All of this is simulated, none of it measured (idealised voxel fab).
Title: Process Module voxel self aligned contacts
Pictured: cross-section cut, 180 nm wide, on a grid of 5 nm square cells.
A cross-section in this document is a grid of square cells, and it is written down as bands, the top band listed before the ones below it; a band is made up of one or more rows of cells.
Band: top height; bottom height; in nm. Then, left to right: material with width in nm, for each material. "all across": a single material spanning edge to edge. "blank": empty space.
Zero point of the height axis is 0; under it, received wafer = one material. Lowest band: continues down indefinitely, "z 0 and below".
You'd read "30 to 40" like this: the band's top row of cells is as wide as the first number, its bottom row is as wide as the second, and going down, every row changes width by the same amount as the row before did.
"nothing different" after a step means that no cell of the cross-section changed.
So "Closed internal cavities" is basically the list of trapped voids: any empty space of 8 cells or more that can't reach the top through an opening. They're written width x height at distance, the distance being from the left edge, and it's all nm.
It should be noted that, on the line of a given step, the content following the step's settings is a remark produced by the simulator itself with respect to that step.
A step line may carry the setting "overlay nm", which, for steps involving a mask, states the distance by which the mask lay to the right of its intended position; negative values denote displacement to the left.
Heads up before you read on: it's before/after pairs around one process step each, after side only down to the lowest band that changed, step plus settings under the pair. Pairs can be from different runs of this module, same starting wafer, so only chain a pair onto the one above if its "Before processing" entry says so.

Before processing:
- z 0 and below  Si all across
- Closed internal cavities: none

Structure After Step:
- z 0 to -5  SiO2 all across
- Everything under -5 stays put, no change at all.
- Closed internal cavities: none
Connecting step for the cross-sections above: OXIDIZE (depth nm 5)

Before processing: taken from the pair above, after panel.

Structure After Step:
- z 20 to 0  polySi all across
- Everything under 0 stays put, no change at all.
- Closed internal cavities: none
Connecting step for the cross-sections above: DIRECTIONAL_DEP (material polySi; thk nm 20)

Before processing: taken from the pair above, after panel.

Structure After Step:
- z 40 to 20  SiN all across
- Everything under 20 stays put, no change at all.
- Closed internal cavities: none
Connecting step for the cross-sections above: DIRECTIONAL_DEP (material SiN; thk nm 20)

Before processing: taken from the pair above, after panel.

Structure After Step:
- z 40 to 20  15 of blank, then 25 of SiN, then 35 of blank, then 25 of SiN, then 35 of blank, then 25 of SiN, then 20 of blank
- Everything under 20 stays put, no change at all.
- Closed internal cavities: none
Connecting step for the cross-sections above: MASKED_ETCH (tone cover; mask id GATE; width nm 25; pitch nm 60; etch materials SiN; depth nm 20; overlay nm 0)

Before processing: taken from the pair above, after panel.

Structure After Step:
- z 40 to 20  15 of blank, then 25 of SiN, then 35 of blank, then 25 of SiN, then 35 of blank, then 25 of SiN, then 20 of blank
- z 20 to 0  15 of blank, then 25 of polySi, then 35 of blank, then 25 of polySi, then 35 of blank, then 25 of polySi, then 20 of blank
- Everything under 0 stays put, no change at all.
- Closed internal cavities: none
Connecting step for the cross-sections above: MASKED_ETCH (tone cover; mask id GATE; width nm 25; pitch nm 60; etch materials polySi; depth nm 20; overlay nm 0)

Before processing: taken from the pair above, after panel.

Structure After Step:
- z 45 to 20  10 of blank, then 35 of SiN, then 25 of blank, then 35 of SiN, then 25 of blank, then 35 of SiN, then 15 of blank
- z 20 to 5  10 of blank, then 5 of SiN, then 25 of polySi, then 5 of SiN, then 25 of blank, then 5 of SiN, then 25 of polySi, then 5 of SiN, then 25 of blank, then 5 of SiN, then 25 of polySi, then 5 of SiN, then 15 of blank
- z 5 to 0  15 of SiN, then 25 of polySi, then 35 of SiN, then 25 of polySi, then 35 of SiN, then 25 of polySi, then 20 of SiN
- Everything under 0 stays put, no change at all.
- Closed internal cavities: none
Connecting step for the cross-sections above: CONFORMAL_DEP (material SiN; thk nm 5)

Before processing: taken from the pair above, after panel.

Structure After Step:
- z 40 to 20  10 of blank, then 35 of SiN, then 25 of blank, then 35 of SiN, then 25 of blank, then 35 of SiN, then 15 of blank
- z 20 to 0  10 of blank, then 5 of SiN, then 25 of polySi, then 5 of SiN, then 25 of blank, then 5 of SiN, then 25 of polySi, then 5 of SiN, then 25 of blank, then 5 of SiN, then 25 of polySi, then 5 of SiN, then 15 of blank
- Everything under 0 stays put, no change at all.
- Closed internal cavities: none
Connecting step for the cross-sections above: DIRECTIONAL_ETCH (etch materials SiN; depth nm 5)

Before processing: taken from the pair above, after panel.

Structure After Step:
- z 55 to 40  SiO2 all across
- z 40 to 20  10 of SiO2, then 35 of SiN, then 25 of SiO2, then 35 of SiN, then 25 of SiO2, then 35 of SiN, then 15 of SiO2
- z 20 to 0  10 of SiO2, then 5 of SiN, then 25 of polySi, then 5 of SiN, then 25 of SiO2, then 5 of SiN, then 25 of polySi, then 5 of SiN, then 25 of SiO2, then 5 of SiN, then 25 of polySi, then 5 of SiN, then 15 of SiO2
- Everything under 0 stays put, no change at all.
- Closed internal cavities: none
Connecting step for the cross-sections above: FILL_DEP (material SiO2; thk nm 15)

Before processing: taken from the pair above, after panel.

Structure After Step:
- z 45 to 40  SiO2 all across
- Everything under 40 stays put, no change at all.
- Closed internal cavities: none
Connecting step for the cross-sections above: CMP (height nm 45)

Before processing: taken from the pair above, after panel.

Structure After Step:
- z 60 to 45  35 of resist, then 45 of blank, then 15 of resist, then 45 of blank, then 40 of resist
- Everything under 45 stays put, no change at all.
- Closed internal cavities: none
Connecting step for the cross-sections above: PATTERN (tone open; mask id CONTACT; material resist; width nm 45; pitch nm 60; thk nm 15; overlay nm 0)

Before processing: taken from the pair above, after panel.

Structure After Step:
- z 60 to 45  35 of resist, then 45 of blank, then 15 of resist, then 45 of blank, then 40 of resist
- z 45 to 40  35 of SiO2, then 45 of blank, then 15 of SiO2, then 45 of blank, then 40 of SiO2
- z 40 to 20  10 of SiO2, then 35 of SiN, then 25 of blank, then 35 of SiN, then 25 of blank, then 35 of SiN, then 15 of SiO2
- z 20 to 0  10 of SiO2, then 5 of SiN, then 25 of polySi, then 5 of SiN, then 25 of blank, then 5 of SiN, then 25 of polySi, then 5 of SiN, then 25 of blank, then 5 of SiN, then 25 of polySi, then 5 of SiN, then 15 of SiO2
- z 0 to -5  45 of SiO2, then 25 of blank, then 35 of SiO2, then 25 of blank, then 50 of SiO2
- Everything under -5 stays put, no change at all.
- Closed internal cavities: none
Connecting step for the cross-sections above: DIRECTIONAL_ETCH (etch materials SiO2; depth nm 50)

Before processing: taken from the pair above, after panel.

Structure After Step:
- z 45 to 40  35 of SiO2, then 45 of blank, then 15 of SiO2, then 45 of blank, then 40 of SiO2
- Everything under 40 stays put, no change at all.
- Closed internal cavities: none
Connecting step for the cross-sections above: STRIP (etch materials resist)

Before processing: taken from the pair above, after panel.

Structure After Step:
- z 50 to 45  40 of TiN, then 35 of blank, then 25 of TiN, then 35 of blank, then 45 of TiN
- z 45 to 40  35 of SiO2, then 15 of TiN, then 15 of blank, then 15 of TiN, then 15 of SiO2, then 15 of TiN, then 15 of blank, then 15 of TiN, then 40 of SiO2
- z 40 to 20  10 of SiO2, then 35 of SiN, then 5 of TiN, then 15 of blank, then 5 of TiN, then 35 of SiN, then 5 of TiN, then 15 of blank, then 5 of TiN, then 35 of SiN, then 15 of SiO2
- z 20 to 0  10 of SiO2, then 5 of SiN, then 25 of polySi, then 5 of SiN, then 5 of TiN, then 15 of blank, then 5 of TiN, then 5 of SiN, then 25 of polySi, then 5 of SiN, then 5 of TiN, then 15 of blank, then 5 of TiN, then 5 of SiN, then 25 of polySi, then 5 of SiN, then 15 of SiO2
- z 0 to -5  45 of SiO2, then 25 of TiN, then 35 of SiO2, then 25 of TiN, then 50 of SiO2
- Everything under -5 stays put, no change at all.
- Closed internal cavities: none
Connecting step for the cross-sections above: CONFORMAL_DEP (material TiN; thk nm 5)

Before processing: taken from the pair above, after panel.

Structure After Step:
- z 60 to 50  Ru all across
- z 50 to 45  40 of TiN, then 35 of Ru, then 25 of TiN, then 35 of Ru, then 45 of TiN
- z 45 to 40  35 of SiO2, then 15 of TiN, then 15 of Ru, then 15 of TiN, then 15 of SiO2, then 15 of TiN, then 15 of Ru, then 15 of TiN, then 40 of SiO2
- z 40 to 20  10 of SiO2, then 35 of SiN, then 5 of TiN, then 15 of Ru, then 5 of TiN, then 35 of SiN, then 5 of TiN, then 15 of Ru, then 5 of TiN, then 35 of SiN, then 15 of SiO2
- z 20 to 0  10 of SiO2, then 5 of SiN, then 25 of polySi, then 5 of SiN, then 5 of TiN, then 15 of Ru, then 5 of TiN, then 5 of SiN, then 25 of polySi, then 5 of SiN, then 5 of TiN, then 15 of Ru, then 5 of TiN, then 5 of SiN, then 25 of polySi, then 5 of SiN, then 15 of SiO2
- Everything under 0 stays put, no change at all.
- Closed internal cavities: none
Connecting step for the cross-sections above: FILL_DEP (material Ru; thk nm 10)

Before processing: taken from the pair above, after panel.

Structure After Step:
- z 45 to 40  35 of SiO2, then 15 of TiN, then 15 of Ru, then 15 of TiN, then 15 of SiO2, then 15 of TiN, then 15 of Ru, then 15 of TiN, then 40 of SiO2
- Everything under 40 stays put, no change at all.
- Closed internal cavities: none
Connecting step for the cross-sections above: CMP (height nm 45)

Before processing: taken from the pair above, after panel.

Structure After Step:
- z 50 to 45  SiCN all across
- Everything under 45 stays put, no change at all.
- Closed internal cavities: none
Connecting step for the cross-sections above: CONFORMAL_DEP (material SiCN; thk nm 5)

Before processing:
- z 40 to 20  15 of blank, then 25 of SiN, then 35 of blank, then 25 of SiN, then 35 of blank, then 25 of SiN, then 20 of blank
- z 20 to 0  15 of blank, then 25 of polySi, then 35 of blank, then 25 of polySi, then 35 of blank, then 25 of polySi, then 20 of blank
- z 0 to -5  SiO2 all across
- z -5 and below  Si all across
- Closed internal cavities: none

Structure After Step:
- z 35 to 20  15 of blank, then 25 of SiN, then 35 of blank, then 25 of SiN, then 35 of blank, then 25 of SiN, then 20 of blank
- Everything under 20 stays put, no change at all.
- Closed internal cavities: none
Connecting step for the cross-sections above: DIRECTIONAL_ETCH (etch materials SiN; depth nm 5)

Before processing: taken from the pair above, after panel.

Structure After Step:
- z 50 to 35  SiO2 all across
- z 35 to 20  15 of SiO2, then 25 of SiN, then 35 of SiO2, then 25 of SiN, then 35 of SiO2, then 25 of SiN, then 20 of SiO2
- z 20 to 0  15 of SiO2, then 25 of polySi, then 35 of SiO2, then 25 of polySi, then 35 of SiO2, then 25 of polySi, then 20 of SiO2
- Everything under 0 stays put, no change at all.
- Closed internal cavities: none
Connecting step for the cross-sections above: FILL_DEP (material SiO2; thk nm 15)

Before processing: taken from the pair above, after panel.

Structure After Step:
- z 45 to 35  SiO2 all across
- Everything under 35 stays put, no change at all.
- Closed internal cavities: none
Connecting step for the cross-sections above: CMP (height nm 45)

Before processing: taken from the pair above, after panel.

Structure After Step:
- z 60 to 45  35 of resist, then 45 of blank, then 15 of resist, then 45 of blank, then 40 of resist
- Everything under 45 stays put, no change at all.
- Closed internal cavities: none
Connecting step for the cross-sections above: PATTERN (tone open; mask id CONTACT; material resist; width nm 45; pitch nm 60; thk nm 15; overlay nm 0)

Before processing: taken from the pair above, after panel.

Structure After Step:
- z 60 to 45  35 of resist, then 45 of blank, then 15 of resist, then 45 of blank, then 40 of resist
- z 45 to 35  35 of SiO2, then 45 of blank, then 15 of SiO2, then 45 of blank, then 40 of SiO2
- z 35 to 20  15 of SiO2, then 25 of SiN, then 35 of blank, then 25 of SiN, then 35 of blank, then 25 of SiN, then 20 of SiO2
- z 20 to 0  15 of SiO2, then 25 of polySi, then 35 of blank, then 25 of polySi, then 35 of blank, then 25 of polySi, then 20 of SiO2
- z 0 to -5  40 of SiO2, then 35 of blank, then 25 of SiO2, then 35 of blank, then 45 of SiO2
- Everything under -5 stays put, no change at all.
- Closed internal cavities: none
Connecting step for the cross-sections above: DIRECTIONAL_ETCH (etch materials SiO2; depth nm 50)

Before processing: taken from the pair above, after panel.

Structure After Step:
- z 45 to 35  35 of SiO2, then 45 of blank, then 15 of SiO2, then 45 of blank, then 40 of SiO2
- Everything under 35 stays put, no change at all.
- Closed internal cavities: none
Connecting step for the cross-sections above: STRIP (etch materials resist)

Before processing: taken from the pair above, after panel.

Structure After Step:
- z 50 to 45  40 of TiN, then 35 of blank, then 25 of TiN, then 35 of blank, then 45 of TiN
- z 45 to 35  35 of SiO2, then 5 to 10 of TiN, then 35 to 25 of blank, then 5 to 10 of TiN, then 15 of SiO2, then 5 to 10 of TiN, then 35 to 25 of blank, then 5 to 10 of TiN, then 40 of SiO2
- z 35 to 20  15 of SiO2, then 25 of SiN, then 5 of TiN, then 25 of blank, then 5 of TiN, then 25 of SiN, then 5 of TiN, then 25 of blank, then 5 of TiN, then 25 of SiN, then 20 of SiO2
- z 20 to 0  15 of SiO2, then 25 of polySi, then 5 of TiN, then 25 of blank, then 5 of TiN, then 25 of polySi, then 5 of TiN, then 25 of blank, then 5 of TiN, then 25 of polySi, then 20 of SiO2
- z 0 to -5  40 of SiO2, then 35 of TiN, then 25 of SiO2, then 35 of TiN, then 45 of SiO2
- Everything under -5 stays put, no change at all.
- Closed internal cavities: none
Connecting step for the cross-sections above: CONFORMAL_DEP (material TiN; thk nm 5)

Before processing: taken from the pair above, after panel.

Structure After Step:
- z 60 to 50  Ru all across
- z 50 to 45  40 of TiN, then 35 of Ru, then 25 of TiN, then 35 of Ru, then 45 of TiN
- z 45 to 35  35 of SiO2, then 5 to 10 of TiN, then 35 to 25 of Ru, then 5 to 10 of TiN, then 15 of SiO2, then 5 to 10 of TiN, then 35 to 25 of Ru, then 5 to 10 of TiN, then 40 of SiO2
- z 35 to 20  15 of SiO2, then 25 of SiN, then 5 of TiN, then 25 of Ru, then 5 of TiN, then 25 of SiN, then 5 of TiN, then 25 of Ru, then 5 of TiN, then 25 of SiN, then 20 of SiO2
- z 20 to 0  15 of SiO2, then 25 of polySi, then 5 of TiN, then 25 of Ru, then 5 of TiN, then 25 of polySi, then 5 of TiN, then 25 of Ru, then 5 of TiN, then 25 of polySi, then 20 of SiO2
- Everything under 0 stays put, no change at all.
- Closed internal cavities: none
Connecting step for the cross-sections above: FILL_DEP (material Ru; thk nm 10)

Before processing: taken from the pair above, after panel.

Structure After Step:
- z 45 to 35  35 of SiO2, then 5 to 10 of TiN, then 35 to 25 of Ru, then 5 to 10 of TiN, then 15 of SiO2, then 5 to 10 of TiN, then 35 to 25 of Ru, then 5 to 10 of TiN, then 40 of SiO2
- Everything under 35 stays put, no change at all.
- Closed internal cavities: none
Connecting step for the cross-sections above: CMP (height nm 45)

Before processing: taken from the pair above, after panel.

Structure After Step:
- z 50 to 45  SiCN all across
- Everything under 45 stays put, no change at all.
- Closed internal cavities: none
Connecting step for the cross-sections above: CONFORMAL_DEP (material SiCN; thk nm 5)

Before processing:
- z 40 to 20  SiN all across
- z 20 to 0  polySi all across
- z 0 to -5  SiO2 all across
- z -5 and below  Si all across
- Closed internal cavities: none

Structure After Step:
- z 60 to 20  SiN all across
- Everything under 20 stays put, no change at all.
- Closed internal cavities: none
Connecting step for the cross-sections above: DIRECTIONAL_DEP (material SiN; thk nm 20)

Before processing: taken from the pair above, after panel.

Structure After Step:
- z 60 to 40  15 of blank, then 25 of SiN, then 35 of blank, then 25 of SiN, then 35 of blank, then 25 of SiN, then 20 of blank
- Everything under 40 stays put, no change at all.
- Closed internal cavities: none
Connecting step for the cross-sections above: MASKED_ETCH (tone cover; mask id GATE; width nm 25; pitch nm 60; etch materials SiN; depth nm 20; overlay nm 0)

Before processing: taken from the pair above, after panel.

Structure After Step:
- z 65 to 45  10 of blank, then 35 of SiN, then 25 of blank, then 35 of SiN, then 25 of blank, then 35 of SiN, then 15 of blank
- z 45 to 20  SiN all across
- Everything under 20 stays put, no change at all.
- Closed internal cavities: none
Connecting step for the cross-sections above: CONFORMAL_DEP (material SiN; thk nm 5)

Before processing: taken from the pair above, after panel.

Structure After Step:
- z 60 to 40  10 of blank, then 35 of SiN, then 25 of blank, then 35 of SiN, then 25 of blank, then 35 of SiN, then 15 of blank
- Everything under 40 stays put, no change at all.
- Closed internal cavities: none
Connecting step for the cross-sections above: DIRECTIONAL_ETCH (etch materials SiN; depth nm 5)

Before processing: taken from the pair above, after panel.

Structure After Step:
- z 75 to 60  SiO2 all across
- z 60 to 40  10 of SiO2, then 35 of SiN, then 25 of SiO2, then 35 of SiN, then 25 of SiO2, then 35 of SiN, then 15 of SiO2
- Everything under 40 stays put, no change at all.
- Closed internal cavities: none
Connecting step for the cross-sections above: FILL_DEP (material SiO2; thk nm 15)

Before processing: taken from the pair above, after panel.

Structure After Step:
- z 45 to 40  10 of SiO2, then 35 of SiN, then 25 of SiO2, then 35 of SiN, then 25 of SiO2, then 35 of SiN, then 15 of SiO2
- Everything under 40 stays put, no change at all.
- Closed internal cavities: none
Connecting step for the cross-sections above: CMP (height nm 45)

Before processing: taken from the pair above, after panel.

Structure After Step:
- z 60 to 45  35 of resist, then 45 of blank, then 15 of resist, then 45 of blank, then 40 of resist
- Everything under 45 stays put, no change at all.
- Closed internal cavities: none
Connecting step for the cross-sections above: PATTERN (tone open; mask id CONTACT; material resist; width nm 45; pitch nm 60; thk nm 15; overlay nm 0)

Before processing: taken from the pair above, after panel.

Structure After Step:
- z 60 to 45  35 of resist, then 45 of blank, then 15 of resist, then 45 of blank, then 40 of resist
- z 45 to 40  10 of SiO2, then 35 of SiN, then 25 of blank, then 35 of SiN, then 25 of blank, then 35 of SiN, then 15 of SiO2
- Everything under 40 stays put, no change at all.
- Closed internal cavities: none
Connecting step for the cross-sections above: DIRECTIONAL_ETCH (etch materials SiO2; depth nm 50)

Before processing: taken from the pair above, after panel.

Structure After Step:
- z 45 to 40  10 of SiO2, then 35 of SiN, then 25 of blank, then 35 of SiN, then 25 of blank, then 35 of SiN, then 15 of SiO2
- Everything under 40 stays put, no change at all.
- Closed internal cavities: none
Connecting step for the cross-sections above: STRIP (etch materials resist)

Before processing: taken from the pair above, after panel.

Structure After Step:
- z 50 to 45  50 of TiN, then 15 of blank, then 45 of TiN, then 15 of blank, then 55 of TiN
- z 45 to 40  10 of SiO2, then 35 of SiN, then 25 of TiN, then 35 of SiN, then 25 of TiN, then 35 of SiN, then 15 of SiO2
- Everything under 40 stays put, no change at all.
- Closed internal cavities: none
Connecting step for the cross-sections above: CONFORMAL_DEP (material TiN; thk nm 5)

Before processing: taken from the pair above, after panel.

Structure After Step:
- z 60 to 50  Ru all across
- z 50 to 45  50 of TiN, then 15 of Ru, then 45 of TiN, then 15 of Ru, then 55 of TiN
- Everything under 45 stays put, no change at all.
- Closed internal cavities: none
Connecting step for the cross-sections above: FILL_DEP (material Ru; thk nm 10)

Before processing: taken from the pair above, after panel.

Structure After Step:
- z 45 to 40  10 of SiO2, then 35 of SiN, then 25 of TiN, then 35 of SiN, then 25 of TiN, then 35 of SiN, then 15 of SiO2
- Everything under 40 stays put, no change at all.
- Closed internal cavities: none
Connecting step for the cross-sections above: CMP (height nm 45)

Before processing: taken from the pair above, after panel.

Structure After Step:
- z 50 to 45  SiCN all across
- Everything under 45 stays put, no change at all.
- Closed internal cavities: none
Connecting step for the cross-sections above: CONFORMAL_DEP (material SiCN; thk nm 5)

Before processing:
- z 35 to 20  15 of blank, then 25 of SiN, then 35 of blank, then 25 of SiN, then 35 of blank, then 25 of SiN, then 20 of blank
- z 20 to 0  15 of blank, then 25 of polySi, then 35 of blank, then 25 of polySi, then 35 of blank, then 25 of polySi, then 20 of blank
- z 0 to -5  SiO2 all across
- z -5 and below  Si all across
- Closed internal cavities: none

Structure After Step:
- z 40 to 20  10 of blank, then 35 of SiN, then 25 of blank, then 35 of SiN, then 25 of blank, then 35 of SiN, then 15 of blank
- z 20 to 5  10 of blank, then 5 of SiN, then 25 of polySi, then 5 of SiN, then 25 of blank, then 5 of SiN, then 25 of polySi, then 5 of SiN, then 25 of blank, then 5 of SiN, then 25 of polySi, then 5 of SiN, then 15 of blank
- z 5 to 0  15 of SiN, then 25 of polySi, then 35 of SiN, then 25 of polySi, then 35 of SiN, then 25 of polySi, then 20 of SiN
- Everything under 0 stays put, no change at all.
- Closed internal cavities: none
Connecting step for the cross-sections above: CONFORMAL_DEP (material SiN; thk nm 5)

Before processing: taken from the pair above, after panel.

Structure After Step:
- z 55 to 40  SiO2 all across
- z 40 to 20  10 of SiO2, then 35 of SiN, then 25 of SiO2, then 35 of SiN, then 25 of SiO2, then 35 of SiN, then 15 of SiO2
- z 20 to 5  10 of SiO2, then 5 of SiN, then 25 of polySi, then 5 of SiN, then 25 of SiO2, then 5 of SiN, then 25 of polySi, then 5 of SiN, then 25 of SiO2, then 5 of SiN, then 25 of polySi, then 5 of SiN, then 15 of SiO2
- Everything under 5 stays put, no change at all.
- Closed internal cavities: none
Connecting step for the cross-sections above: FILL_DEP (material SiO2; thk nm 15)

Before processing: taken from the pair above, after panel.

Structure After Step:
- z 45 to 40  SiO2 all across
- Everything under 40 stays put, no change at all.
- Closed internal cavities: none
Connecting step for the cross-sections above: CMP (height nm 45)

Before processing: taken from the pair above, after panel.

Structure After Step:
- z 60 to 45  35 of resist, then 45 of blank, then 15 of resist, then 45 of blank, then 40 of resist
- Everything under 45 stays put, no change at all.
- Closed internal cavities: none
Connecting step for the cross-sections above: PATTERN (tone open; mask id CONTACT; material resist; width nm 45; pitch nm 60; thk nm 15; overlay nm 0)

Before processing: taken from the pair above, after panel.

Structure After Step:
- z 60 to 45  35 of resist, then 45 of blank, then 15 of resist, then 45 of blank, then 40 of resist
- z 45 to 40  35 of SiO2, then 45 of blank, then 15 of SiO2, then 45 of blank, then 40 of SiO2
- z 40 to 20  10 of SiO2, then 35 of SiN, then 25 of blank, then 35 of SiN, then 25 of blank, then 35 of SiN, then 15 of SiO2
- z 20 to 5  10 of SiO2, then 5 of SiN, then 25 of polySi, then 5 of SiN, then 25 of blank, then 5 of SiN, then 25 of polySi, then 5 of SiN, then 25 of blank, then 5 of SiN, then 25 of polySi, then 5 of SiN, then 15 of SiO2
- Everything under 5 stays put, no change at all.
- Closed internal cavities: none
Connecting step for the cross-sections above: DIRECTIONAL_ETCH (etch materials SiO2; depth nm 50)

Before processing: taken from the pair above, after panel.

Structure After Step:
- z 45 to 40  35 of SiO2, then 45 of blank, then 15 of SiO2, then 45 of blank, then 40 of SiO2
- Everything under 40 stays put, no change at all.
- Closed internal cavities: none
Connecting step for the cross-sections above: STRIP (etch materials resist)

Before processing: taken from the pair above, after panel.

Structure After Step:
- z 50 to 45  40 of TiN, then 35 of blank, then 25 of TiN, then 35 of blank, then 45 of TiN
- z 45 to 40  35 of SiO2, then 15 of TiN, then 15 of blank, then 15 of TiN, then 15 of SiO2, then 15 of TiN, then 15 of blank, then 15 of TiN, then 40 of SiO2
- z 40 to 20  10 of SiO2, then 35 of SiN, then 5 of TiN, then 15 of blank, then 5 of TiN, then 35 of SiN, then 5 of TiN, then 15 of blank, then 5 of TiN, then 35 of SiN, then 15 of SiO2
- z 20 to 10  10 of SiO2, then 5 of SiN, then 25 of polySi, then 5 of SiN, then 5 of TiN, then 15 of blank, then 5 of TiN, then 5 of SiN, then 25 of polySi, then 5 of SiN, then 5 of TiN, then 15 of blank, then 5 of TiN, then 5 of SiN, then 25 of polySi, then 5 of SiN, then 15 of SiO2
- z 10 to 5  10 of SiO2, then 5 of SiN, then 25 of polySi, then 5 of SiN, then 25 of TiN, then 5 of SiN, then 25 of polySi, then 5 of SiN, then 25 of TiN, then 5 of SiN, then 25 of polySi, then 5 of SiN, then 15 of SiO2
- Everything under 5 stays put, no change at all.
- Closed internal cavities: none
Connecting step for the cross-sections above: CONFORMAL_DEP (material TiN; thk nm 5)

Before processing: taken from the pair above, after panel.

Structure After Step:
- z 60 to 50  Ru all across
- z 50 to 45  40 of TiN, then 35 of Ru, then 25 of TiN, then 35 of Ru, then 45 of TiN
- z 45 to 40  35 of SiO2, then 15 of TiN, then 15 of Ru, then 15 of TiN, then 15 of SiO2, then 15 of TiN, then 15 of Ru, then 15 of TiN, then 40 of SiO2
- z 40 to 20  10 of SiO2, then 35 of SiN, then 5 of TiN, then 15 of Ru, then 5 of TiN, then 35 of SiN, then 5 of TiN, then 15 of Ru, then 5 of TiN, then 35 of SiN, then 15 of SiO2
- z 20 to 10  10 of SiO2, then 5 of SiN, then 25 of polySi, then 5 of SiN, then 5 of TiN, then 15 of Ru, then 5 of TiN, then 5 of SiN, then 25 of polySi, then 5 of SiN, then 5 of TiN, then 15 of Ru, then 5 of TiN, then 5 of SiN, then 25 of polySi, then 5 of SiN, then 15 of SiO2
- Everything under 10 stays put, no change at all.
- Closed internal cavities: none
Connecting step for the cross-sections above: FILL_DEP (material Ru; thk nm 10)

Before processing: taken from the pair above, after panel.

Structure After Step:
- z 45 to 40  35 of SiO2, then 15 of TiN, then 15 of Ru, then 15 of TiN, then 15 of SiO2, then 15 of TiN, then 15 of Ru, then 15 of TiN, then 40 of SiO2
- Everything under 40 stays put, no change at all.
- Closed internal cavities: none
Connecting step for the cross-sections above: CMP (height nm 45)

Before processing: taken from the pair above, after panel.

Structure After Step:
- z 50 to 45  SiCN all across
- Everything under 45 stays put, no change at all.
- Closed internal cavities: none
Connecting step for the cross-sections above: CONFORMAL_DEP (material SiCN; thk nm 5)

Before processing:
- z 0 and below  Si all across
- Closed internal cavities: none

Structure After Step:
- z 0 to -15  SiO2 all across
- Everything under -15 stays put, no change at all.
- Closed internal cavities: none
Connecting step for the cross-sections above: OXIDIZE (depth nm 15)

Before processing: taken from the pair above, after panel.

Structure After Step:
- z 20 to 0  polySi all across
- Everything under 0 stays put, no change at all.
- Closed internal cavities: none
Connecting step for the cross-sections above: DIRECTIONAL_DEP (material polySi; thk nm 20)

Before processing: taken from the pair above, after panel.

Structure After Step:
- z 40 to 20  SiN all across
- Everything under 20 stays put, no change at all.
- Closed internal cavities: none
Connecting step for the cross-sections above: DIRECTIONAL_DEP (material SiN; thk nm 20)

Before processing: taken from the pair above, after panel.

Structure After Step:
- z 40 to 20  15 of blank, then 25 of SiN, then 35 of blank, then 25 of SiN, then 35 of blank, then 25 of SiN, then 20 of blank
- Everything under 20 stays put, no change at all.
- Closed internal cavities: none
Connecting step for the cross-sections above: MASKED_ETCH (tone cover; mask id GATE; width nm 25; pitch nm 60; etch materials SiN; depth nm 20; overlay nm 0)

Before processing: taken from the pair above, after panel.

Structure After Step:
- z 40 to 20  15 of blank, then 25 of SiN, then 35 of blank, then 25 of SiN, then 35 of blank, then 25 of SiN, then 20 of blank
- z 20 to 0  15 of blank, then 25 of polySi, then 35 of blank, then 25 of polySi, then 35 of blank, then 25 of polySi, then 20 of blank
- Everything under 0 stays put, no change at all.
- Closed internal cavities: none
Connecting step for the cross-sections above: MASKED_ETCH (tone cover; mask id GATE; width nm 25; pitch nm 60; etch materials polySi; depth nm 20; overlay nm 0)

Before processing: taken from the pair above, after panel.

Structure After Step:
- z 45 to 20  10 of blank, then 35 of SiN, then 25 of blank, then 35 of SiN, then 25 of blank, then 35 of SiN, then 15 of blank
- z 20 to 5  10 of blank, then 5 of SiN, then 25 of polySi, then 5 of SiN, then 25 of blank, then 5 of SiN, then 25 of polySi, then 5 of SiN, then 25 of blank, then 5 of SiN, then 25 of polySi, then 5 of SiN, then 15 of blank
- z 5 to 0  15 of SiN, then 25 of polySi, then 35 of SiN, then 25 of polySi, then 35 of SiN, then 25 of polySi, then 20 of SiN
- Everything under 0 stays put, no change at all.
- Closed internal cavities: none
Connecting step for the cross-sections above: CONFORMAL_DEP (material SiN; thk nm 5)

Before processing: taken from the pair above, after panel.

Structure After Step:
- z 40 to 20  10 of blank, then 35 of SiN, then 25 of blank, then 35 of SiN, then 25 of blank, then 35 of SiN, then 15 of blank
- z 20 to 0  10 of blank, then 5 of SiN, then 25 of polySi, then 5 of SiN, then 25 of blank, then 5 of SiN, then 25 of polySi, then 5 of SiN, then 25 of blank, then 5 of SiN, then 25 of polySi, then 5 of SiN, then 15 of blank
- Everything under 0 stays put, no change at all.
- Closed internal cavities: none
Connecting step for the cross-sections above: DIRECTIONAL_ETCH (etch materials SiN; depth nm 5)

Before processing: taken from the pair above, after panel.

Structure After Step:
- z 55 to 40  SiO2 all across
- z 40 to 20  10 of SiO2, then 35 of SiN, then 25 of SiO2, then 35 of SiN, then 25 of SiO2, then 35 of SiN, then 15 of SiO2
- z 20 to 0  10 of SiO2, then 5 of SiN, then 25 of polySi, then 5 of SiN, then 25 of SiO2, then 5 of SiN, then 25 of polySi, then 5 of SiN, then 25 of SiO2, then 5 of SiN, then 25 of polySi, then 5 of SiN, then 15 of SiO2
- Everything under 0 stays put, no change at all.
- Closed internal cavities: none
Connecting step for the cross-sections above: FILL_DEP (material SiO2; thk nm 15)

Before processing: taken from the pair above, after panel.

Structure After Step:
- z 45 to 40  SiO2 all across
- Everything under 40 stays put, no change at all.
- Closed internal cavities: none
Connecting step for the cross-sections above: CMP (height nm 45)

Before processing: taken from the pair above, after panel.

Structure After Step:
- z 60 to 45  35 of resist, then 45 of blank, then 15 of resist, then 45 of blank, then 40 of resist
- Everything under 45 stays put, no change at all.
- Closed internal cavities: none
Connecting step for the cross-sections above: PATTERN (tone open; mask id CONTACT; material resist; width nm 45; pitch nm 60; thk nm 15; overlay nm 0)

Before processing: taken from the pair above, after panel.

Structure After Step:
- z 60 to 45  35 of resist, then 45 of blank, then 15 of resist, then 45 of blank, then 40 of resist
- z 45 to 40  35 of SiO2, then 45 of blank, then 15 of SiO2, then 45 of blank, then 40 of SiO2
- z 40 to 20  10 of SiO2, then 35 of SiN, then 25 of blank, then 35 of SiN, then 25 of blank, then 35 of SiN, then 15 of SiO2
- z 20 to 0  10 of SiO2, then 5 of SiN, then 25 of polySi, then 5 of SiN, then 25 of blank, then 5 of SiN, then 25 of polySi, then 5 of SiN, then 25 of blank, then 5 of SiN, then 25 of polySi, then 5 of SiN, then 15 of SiO2
- z 0 to -5  45 of SiO2, then 25 of blank, then 35 of SiO2, then 25 of blank, then 50 of SiO2
- Everything under -5 stays put, no change at all.
- Closed internal cavities: none
Connecting step for the cross-sections above: DIRECTIONAL_ETCH (etch materials SiO2; depth nm 50)

Before processing: taken from the pair above, after panel.

Structure After Step:
- z 45 to 40  35 of SiO2, then 45 of blank, then 15 of SiO2, then 45 of blank, then 40 of SiO2
- Everything under 40 stays put, no change at all.
- Closed internal cavities: none
Connecting step for the cross-sections above: STRIP (etch materials resist)
